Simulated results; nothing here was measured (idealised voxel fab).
Herein follows the process module entitled voxel self aligned vias.
The cross-section on display is named cut; it measures 225 nm wide, and its cells are 5 nm squares.
Bands, listed from the top down, are how a cross-section gets written in this document; the cross-section itself is a grid of square cells, and a band is one or more rows of them. A band entry consists of two parts. The first gives the height of the band's top and the height of its bottom, in nm. The rest lists the band's materials from left to right, each with its width in nm. A single material labelled with the word "edge to edge" fills the band from edge to edge, and the word "empty" marks empty space. Convention: height 0 is the level below which the wafer, as received, is all one material. The lowest band does not terminate at the bottom but continues downward, represented as "z 0 and below". Width "30..40": first value at the band's top row of cells, second value at its bottom row, equal change from row to row. Key: "nothing altered" - step with no changed cell in the cross-section. For the entry "Voids, sealed", the listed items are empty spaces with no open way to the top whose size is 8 cells or more; each item follows the pattern width x height at distance, where distance is from the left edge and all three are in nm. Formally, on a step line, whatever follows the settings is a remark that the simulator itself makes on the step. A step line may carry the setting "overlay nm", which, for steps involving a mask, states the distance by which the mask lay to the right of its intended position; negative values denote displacement to the left.

These are the steps we planned for the process:
1: RECEIVE | material Si
2: CONFORMAL_DEP | material SiO2 | thk nm 10
3: CONFORMAL_DEP | material SiCN | thk nm 5
4: DIRECTIONAL_DEP | material lowk | thk nm 20
5: PATTERN | tone open | mask id LINES | material resist | width nm 20 | pitch nm 60 | thk nm 15 | overlay nm 0
6: DIRECTIONAL_ETCH | etch materials lowk | depth nm 20
7: STRIP | etch materials resist
8: CONFORMAL_DEP | material TiN | thk nm 5
9: FILL_DEP | material W | thk nm 5
10: CMP | height nm 35
11: SELECTIVE_ETCH | etch materials W Ru TiN | depth nm 5
12: FILL_DEP | material SiN | thk nm 10
13: CMP | height nm 35
14: DIRECTIONAL_DEP | material lowk | thk nm 15
15: DIRECTIONAL_DEP | material aC | thk nm 15
16: PATTERN | tone open | mask id VIAS | material resist | width nm 40 | pitch nm 60 | thk nm 30 | overlay nm 0
17: DIRECTIONAL_ETCH | etch materials aC | depth nm 15
18: STRIP | etch materials resist
19: DIRECTIONAL_ETCH | etch materials lowk | depth nm 15
20: DIRECTIONAL_ETCH | etch materials SiN | depth nm 5
21: STRIP | etch materials aC
22: CONFORMAL_DEP | material TiN | thk nm 5
23: FILL_DEP | material Cu | thk nm 5
24: CMP | height nm 50
25: CONFORMAL_DEP | material SiN | thk nm 5
For this document, wafers share an identical start and vary in the step 25 thk nm; the plan quotes the first wafer's value.

Cross-section of the first of several wafers on receipt, reflecting completion of step 1:
	z 0 and below  Si edge to edge
	Voids, sealed: none

The cross-section of the first of several wafers is given below for the end of the module, after its final step, step 25:
	z 55 to 50  SiN edge to edge
	z 50 to 40  lowk 60 / TiN 5 / Cu 30 / TiN 5 / lowk 20 / TiN 5 / Cu 30 / TiN 5 / lowk 65
	z 40 to 35  lowk 60 / TiN 15 / Cu 10 / TiN 15 / lowk 20 / TiN 15 / Cu 10 / TiN 15 / lowk 65
	z 35 to 30  lowk 70 / TiN 20 / lowk 40 / TiN 20 / lowk 75
	z 30 to 20  lowk 70 / TiN 5 / W 10 / TiN 5 / lowk 40 / TiN 5 / W 10 / TiN 5 / lowk 75
	z 20 to 15  lowk 70 / TiN 20 / lowk 40 / TiN 20 / lowk 75
	z 15 to 10  SiCN edge to edge
	z 10 to 0  SiO2 edge to edge
	z 0 and below  Si edge to edge
	Voids, sealed: none

Cross-section, last wafer, module completion:
	z 70 to 50  SiN edge to edge
	z 50 to 40  lowk 60 / TiN 5 / Cu 30 / TiN 5 / lowk 20 / TiN 5 / Cu 30 / TiN 5 / lowk 65
	z 40 to 35  lowk 60 / TiN 15 / Cu 10 / TiN 15 / lowk 20 / TiN 15 / Cu 10 / TiN 15 / lowk 65
	z 35 to 30  lowk 70 / TiN 20 / lowk 40 / TiN 20 / lowk 75
	z 30 to 20  lowk 70 / TiN 5 / W 10 / TiN 5 / lowk 40 / TiN 5 / W 10 / TiN 5 / lowk 75
	z 20 to 15  lowk 70 / TiN 20 / lowk 40 / TiN 20 / lowk 75
	z 15 to 10  SiCN edge to edge
	z 10 to 0  SiO2 edge to edge
	z 0 and below  Si edge to edge
	Voids, sealed: none

What follows is a table in which each wafer occupies a row; for the wafer as it stands at the close of the module, the row states, material by material, how many cells have been gained (+) or lost (-) since receipt, and then gives its closed voids:
thk nm 5; +28 Cu; +45 SiCN; +45 SiN; +90 SiO2; +44 TiN; +8 W; +235 lowk; Voids, sealed: none
thk nm 10; +28 Cu; +45 SiCN; +90 SiN; +90 SiO2; +44 TiN; +8 W; +235 lowk; Voids, sealed: none
thk nm 15; +28 Cu; +45 SiCN; +135 SiN; +90 SiO2; +44 TiN; +8 W; +235 lowk; Voids, sealed: none
thk nm 20; +28 Cu; +45 SiCN; +180 SiN; +90 SiO2; +44 TiN; +8 W; +235 lowk; Voids, sealed: none
